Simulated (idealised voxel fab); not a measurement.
The process module presented herein is designated voxel tone inversion.
In the cross-section labelled cut, the width is 190 nm and each square cell is 5 nm.
Bands, listed from the top down, are how a cross-section gets written in this document; the cross-section itself is a grid of square cells, and a band is one or more rows of them. In this notation a band is specified by the heights of its top and bottom, in that order and in nm, after which its materials appear from left to right, each paired with its width in nm. The word "all across" attached to a single material means that material fills the band from edge to edge; the word "air" stands for empty space. Heights are measured from 0, the level below which the as-received wafer is all one material; the lowest band has no bottom and continues downward, written as in "0 and below". You'd read "30..40" like this: the band's top row of cells is as wide as the first number, its bottom row is as wide as the second, and going down, every row changes width by the same amount as the row before did. The designation "no alteration", where it is given for a processing step, indicates that no cell of the cross-section was altered in the course of that step. "Enclosed cavities" - sealed voids, min. 8 cells, no opening to top; format: width x height at distance (distance from left edge; nm throughout). Step line, after settings: the simulator's comment on this step. "overlay nm" denotes, for a step that has a mask, the displacement of the mask to the right of its planned place, with negative values corresponding to the left.

**Listed below are the process steps as planned**
1. RECEIVE, material Si
2. CONFORMAL_DEP, material SiN, thk nm 5
3. DIRECTIONAL_DEP, material polySi, thk nm 15
4. PATTERN, tone cover, mask id POSTS, material resist, width nm 15, pitch nm 45, thk nm 25, overlay nm 0
5. DIRECTIONAL_ETCH, etch materials polySi, depth nm 15
6. STRIP, etch materials resist
7. FILL_DEP, material SiO2, thk nm 5
8. CMP, height nm 20
9. STRIP, etch materials polySi

**As-received wafer cross-section (after step 1)**
* 0 and below  Si all across
* Enclosed cavities: none

**Same starting wafer, same plan as above, one mistake in the execution; this is the cross-section at the end of the module**
* 20 down to 5  air: 40, then polySi: 15, then air: 30, then polySi: 15, then air: 30, then polySi: 15, then air: 45
* 5 down to 0  SiN all across
* 0 and below  Si all across
* Enclosed cavities: none
What went wrong in running the wafer? so step 9 ended up running with a different setting than we planned, it ran as STRIP, etch materials SiO2
